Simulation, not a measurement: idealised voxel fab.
Process module heading - voxel transistor to metal
Cross-sectional view cut (width: 260 nm; square cell size: 5 nm).
Bands, listed from the top down, are how a cross-section gets written in this document; the cross-section itself is a grid of square cells, and a band is one or more rows of them. Top, bottom (nm), then materials left to right with widths (nm); lone material tagged "everywhere" fills the whole band edge to edge; "air" = empty space. Where do heights start? At 0: under that level the wafer as delivered is made of one material only. And the lowest band has no floor; it just carries on downward, as in "top 0, no bottom". It should be noted that a width expressed as "30->40" varies in equal increments from row to row of cells within the band, taking the value of the first number at the top row and that of the second number at the bottom row. Take "all unchanged" at face value: in the step it is given for, the cross-section changed in none of its cells. You'll see "Enclosed void entries" listing empty spaces that have no way open to the top, as long as they're 8 cells or more; the notation is width x height at distance, where the distance is from the left edge, and all of it is in nm. What comes after the settings on a step's line is commentary from the simulator itself on that step. For masked steps, "overlay nm" on the step line gives how far right of plan the mask actually lay; a minus sign means it lay to the left.
Set out below are the planned steps of the process:
- 1: op RECEIVE | material Si
- 2: op CONFORMAL_DEP | material SiO2 | thk nm 5
- 3: op CONFORMAL_DEP | material SiN | thk nm 10
- 4: op DIRECTIONAL_DEP | material aC | thk nm 10
- 5: op PATTERN | tone cover | mask id ACTIVE | material resist | width nm 100 | pitch nm 130 | thk nm 30 | overlay nm 0
- 6: op DIRECTIONAL_ETCH | etch materials aC | depth nm 10
- 7: op STRIP | etch materials resist
- 8: op DIRECTIONAL_ETCH | etch materials SiN | depth nm 10
- 9: op DIRECTIONAL_ETCH | etch materials SiO2 | depth nm 5
- 10: op DIRECTIONAL_ETCH | etch materials Si | depth nm 25
- 11: op STRIP | etch materials aC
- 12: op OXIDIZE | depth nm 5
- 13: op FILL_DEP | material SiO2 | thk nm 5
- 14: op CMP | height nm 15
- 15: op SELECTIVE_ETCH | etch materials SiO2 | depth nm 10
- 16: op STRIP | etch materials SiN
- 17: op SELECTIVE_ETCH | etch materials SiO2 | depth nm 5
- 18: op OXIDIZE | depth nm 5
- 19: op DIRECTIONAL_DEP | material polySi | thk nm 30
- 20: op DIRECTIONAL_DEP | material SiCN | thk nm 15
- 21: op PATTERN | tone cover | mask id GATE | material resist | width nm 20 | pitch nm 130 | thk nm 15 | overlay nm 0
- 22: op DIRECTIONAL_ETCH | etch materials SiCN | depth nm 25
- 23: op DIRECTIONAL_ETCH | etch materials polySi | depth nm 40
- 24: op STRIP | etch materials resist
- 25: op CONFORMAL_DEP | material SiO2 | thk nm 5
- 26: op DIRECTIONAL_ETCH | etch materials SiO2 | depth nm 5
- 27: op CONFORMAL_DEP | material SiN | thk nm 10
- 28: op DIRECTIONAL_ETCH | etch materials SiN | depth nm 10
- 29: op DIRECTIONAL_ETCH | etch materials SiO2 | depth nm 5
- 30: op DIRECTIONAL_ETCH | etch materials Si | depth nm 15
- 31: op EPI | material pSi | thk nm 20
- 32: op FILL_DEP | material SiO2 | thk nm 10
- 33: op CMP | height nm 45
- 34: op DIRECTIONAL_DEP | material SiO2 | thk nm 10
- 35: op PATTERN | tone open | mask id CONTACT | material resist | width nm 15 | pitch nm 65 | thk nm 15 | overlay nm 0
- 36: op DIRECTIONAL_ETCH | etch materials SiO2 | depth nm 40
- 37: op STRIP | etch materials resist
- 38: op CONFORMAL_DEP | material TiN | thk nm 5
- 39: op FILL_DEP | material Ru | thk nm 5
- 40: op CMP | height nm 55
- 41: op CONFORMAL_DEP | material SiCN | thk nm 5
- 42: op DIRECTIONAL_DEP | material lowk | thk nm 15
- 43: op DIRECTIONAL_DEP | material aC | thk nm 15
- 44: op PATTERN | tone open | mask id METAL_1 | material resist | width nm 15 | pitch nm 65 | thk nm 30 | overlay nm 0
- 45: op DIRECTIONAL_ETCH | etch materials aC | depth nm 15
- 46: op STRIP | etch materials resist
- 47: op DIRECTIONAL_ETCH | etch materials lowk | depth nm 15
- 48: op DIRECTIONAL_ETCH | etch materials SiCN | depth nm 5
- 49: op STRIP | etch materials aC
- 50: op CONFORMAL_DEP | material TiN | thk nm 5
- 51: op FILL_DEP | material W | thk nm 10
- 52: op CMP | height nm 75
- 53: op EPI | material Ru | thk nm 5
- 54: op FILL_DEP | material SiCN | thk nm 5
Cross-sectional view of the wafer in its as-received condition, corresponding to the state after step 1:
top 0, no bottom: Si everywhere
Enclosed void entries: none
Post-module cross-section of the first of two wafers (run per plan):
top 85, bottom 80: SiCN everywhere
top 80, bottom 75: SiCN=20, then Ru=25, then SiCN=40, then Ru=25, then SiCN=40, then Ru=25, then SiCN=40, then Ru=25, then SiCN=20
top 75, bottom 60: lowk=25, then TiN=5, then W=5, then TiN=5, then lowk=50, then TiN=5, then W=5, then TiN=5, then lowk=50, then TiN=5, then W=5, then TiN=5, then lowk=50, then TiN=5, then W=5, then TiN=5, then lowk=25
top 60, bottom 55: SiCN=25, then TiN=15, then SiCN=50, then TiN=15, then SiCN=50, then TiN=15, then SiCN=50, then TiN=15, then SiCN=25
top 55, bottom 45: SiO2=25, then TiN=5, then Ru=5, then TiN=5, then SiO2=50, then TiN=5, then Ru=5, then TiN=5, then SiO2=50, then TiN=5, then Ru=5, then TiN=5, then SiO2=50, then TiN=5, then Ru=5, then TiN=5, then SiO2=25
top 45, bottom 30: SiO2=25, then TiN=5, then Ru=5, then TiN=5, then SiN=10, then SiO2=5, then SiCN=20, then SiO2=5, then SiN=10, then TiN=5, then Ru=5, then TiN=5, then SiO2=50, then TiN=5, then Ru=5, then TiN=5, then SiN=10, then SiO2=5, then SiCN=20, then SiO2=5, then SiN=10, then TiN=5, then Ru=5, then TiN=5, then SiO2=25
top 30, bottom 20: SiO2=25, then TiN=5, then Ru=5, then TiN=5, then SiN=10, then SiO2=5, then polySi=20, then SiO2=5, then SiN=10, then TiN=5, then Ru=5, then TiN=5, then SiO2=50, then TiN=5, then Ru=5, then TiN=5, then SiN=10, then SiO2=5, then polySi=20, then SiO2=5, then SiN=10, then TiN=5, then Ru=5, then TiN=5, then SiO2=25
top 20, bottom 15: SiO2=25, then TiN=15, then SiN=10, then SiO2=5, then polySi=20, then SiO2=5, then SiN=10, then TiN=15, then SiO2=50, then TiN=15, then SiN=10, then SiO2=5, then polySi=20, then SiO2=5, then SiN=10, then TiN=15, then SiO2=25
top 15, bottom 0: SiO2=20, then pSi=20, then SiN=10, then SiO2=5, then polySi=20, then SiO2=5, then SiN=10, then pSi=20, then SiO2=40, then pSi=20, then SiN=10, then SiO2=5, then polySi=20, then SiO2=5, then SiN=10, then pSi=20, then SiO2=20
top 0, bottom -5: SiO2=15, then pSi=25, then SiO2=50, then pSi=25, then SiO2=30, then pSi=25, then SiO2=50, then pSi=25, then SiO2=15
top -5, bottom -20: SiO2=20, then pSi=20, then Si=50, then pSi=20, then SiO2=40, then pSi=20, then Si=50, then pSi=20, then SiO2=20
top -20, bottom -30: SiO2=20, then Si=90, then SiO2=40, then Si=90, then SiO2=20
top -30, no bottom: Si everywhere
Enclosed void entries: none
Second of two wafers, module complete, sectioned: it shares the first wafer's start and plan but was run with one mistake:
top 85, bottom 80: SiCN everywhere
top 80, bottom 75: SiCN=20, then Ru=25, then SiCN=40, then Ru=25, then SiCN=40, then Ru=25, then SiCN=40, then Ru=25, then SiCN=20
top 75, bottom 60: lowk=25, then TiN=5, then W=5, then TiN=5, then lowk=50, then TiN=5, then W=5, then TiN=5, then lowk=50, then TiN=5, then W=5, then TiN=5, then lowk=50, then TiN=5, then W=5, then TiN=5, then lowk=25
top 60, bottom 55: SiCN=25, then TiN=15, then SiCN=50, then TiN=15, then SiCN=50, then TiN=15, then SiCN=50, then TiN=15, then SiCN=25
top 55, bottom 50: SiO2=25, then TiN=5, then Ru=5, then TiN=5, then SiO2=50, then TiN=5, then Ru=5, then TiN=5, then SiO2=50, then TiN=5, then Ru=5, then TiN=5, then SiO2=50, then TiN=5, then Ru=5, then TiN=5, then SiO2=25
top 50, bottom 45: SiO2=25, then TiN=15, then SiO2=50, then TiN=15, then SiO2=50, then TiN=15, then SiO2=50, then TiN=15, then SiO2=25
top 45, bottom 30: SiCN=55, then SiO2=5, then SiN=10, then SiO2=5, then SiCN=110, then SiO2=5, then SiN=10, then SiO2=5, then SiCN=55
top 30, bottom 0: polySi=55, then SiO2=5, then SiN=10, then SiO2=5, then polySi=110, then SiO2=5, then SiN=10, then SiO2=5, then polySi=55
top 0, bottom -5: SiO2 everywhere
top -5, bottom -30: SiO2=20, then Si=90, then SiO2=40, then Si=90, then SiO2=20
top -30, no bottom: Si everywhere
Enclosed void entries: none
Processing error: step 21, actual vs plan mismatch, actual run op PATTERN | tone open | mask id GATE | material resist | width nm 20 | pitch nm 130 | thk nm 15 | overlay nm 0
End check, counted in cells, second wafer has more or fewer of these materials than the first: Ru -24, Si +48, SiCN +108, SiN -36, SiO2 -148, TiN -48, pSi -116, polySi +216
